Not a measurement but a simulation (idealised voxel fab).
process module | voxel air gaps
cross-section cut | 240 nm wide | cells 5 nm
A cross-section is a grid of square cells, given in bands from the top down. A band is one or more rows of cells.
Each band's line starts with the height of the band's top and of its bottom, in nm. Then come its materials from left to right, each with its width in nm. One material with "throughout" fills the band from edge to edge. "air" is empty space.
Height 0 is the level under which the wafer as received is all one material. The lowest band goes on downwards, as in "0 down".
A width such as "30 to 40" changes by the same amount from each row of cells to the next, from the band's top row to its bottom row.
"no change" after a step means that no cell of the cross-section changed.
closed voids: empty space of 8 cells or more with no open way to the top, each as width x height at its distance from the left edge, in nm
after a step's settings: what the simulator itself notes on the step
overlay nm, on a step with a mask: how far to the right of its planned place the mask lay; to the left if negative
plan
1 op RECEIVE | material Si
2 op CONFORMAL_DEP | material SiO2 | thk nm 10
3 op CONFORMAL_DEP | material SiCN | thk nm 5
4 op DIRECTIONAL_DEP | material lowk | thk nm 35
5 op DIRECTIONAL_DEP | material aC | thk nm 15
6 op PATTERN | tone open | mask id LINES | material resist | width nm 25 | pitch nm 50 | thk nm 35 | overlay nm 0
7 op DIRECTIONAL_ETCH | etch materials aC | depth nm 15
8 op STRIP | etch materials resist
9 op DIRECTIONAL_ETCH | etch materials lowk | depth nm 35
10 op STRIP | etch materials aC
11 op CONFORMAL_DEP | material TiN | thk nm 5
12 op FILL_DEP | material Cu | thk nm 10
13 op CMP | height nm 50
14 op EPI | material Ru | thk nm 10
15 op SELECTIVE_ETCH | etch materials lowk | depth nm 45
16 op CONFORMAL_DEP | material SiCN | thk nm 5
as received, after step 1
  0 down: Si throughout
  closed voids: none
a wafer at the end: this start, this plan, one mistake
  65 to 60: SiCN throughout
  60 to 50: Ru 40 | SiCN 5 | Ru 45 | SiCN 5 | Ru 45 | SiCN 5 | Ru 45 | SiCN 5 | Ru 45
  50 to 45: Cu 25 | TiN 5 | SiCN 25 | TiN 5 | Cu 15 | TiN 5 | SiCN 25 | TiN 5 | Cu 15 | TiN 5 | SiCN 25 | TiN 5 | Cu 15 | TiN 5 | SiCN 25 | TiN 5 | Cu 30
  45 to 20: Cu 25 | TiN 5 | SiCN 5 | air 15 | SiCN 5 | TiN 5 | Cu 15 | TiN 5 | SiCN 5 | air 15 | SiCN 5 | TiN 5 | Cu 15 | TiN 5 | SiCN 5 | air 15 | SiCN 5 | TiN 5 | Cu 15 | TiN 5 | SiCN 5 | air 15 | SiCN 5 | TiN 5 | Cu 30
  20 to 15: TiN 30 | SiCN 25 | TiN 25 | SiCN 25 | TiN 25 | SiCN 25 | TiN 25 | SiCN 25 | TiN 35
  15 to 10: SiCN throughout
  10 to 0: SiO2 throughout
  0 down: Si throughout
  closed voids: 15 x 25 at 35; 15 x 25 at 85; 15 x 25 at 135; 15 x 25 at 185
what went wrong: step 6 ran as: op PATTERN | tone cover | mask id LINES | material resist | width nm 25 | pitch nm 50 | thk nm 35 | overlay nm 0
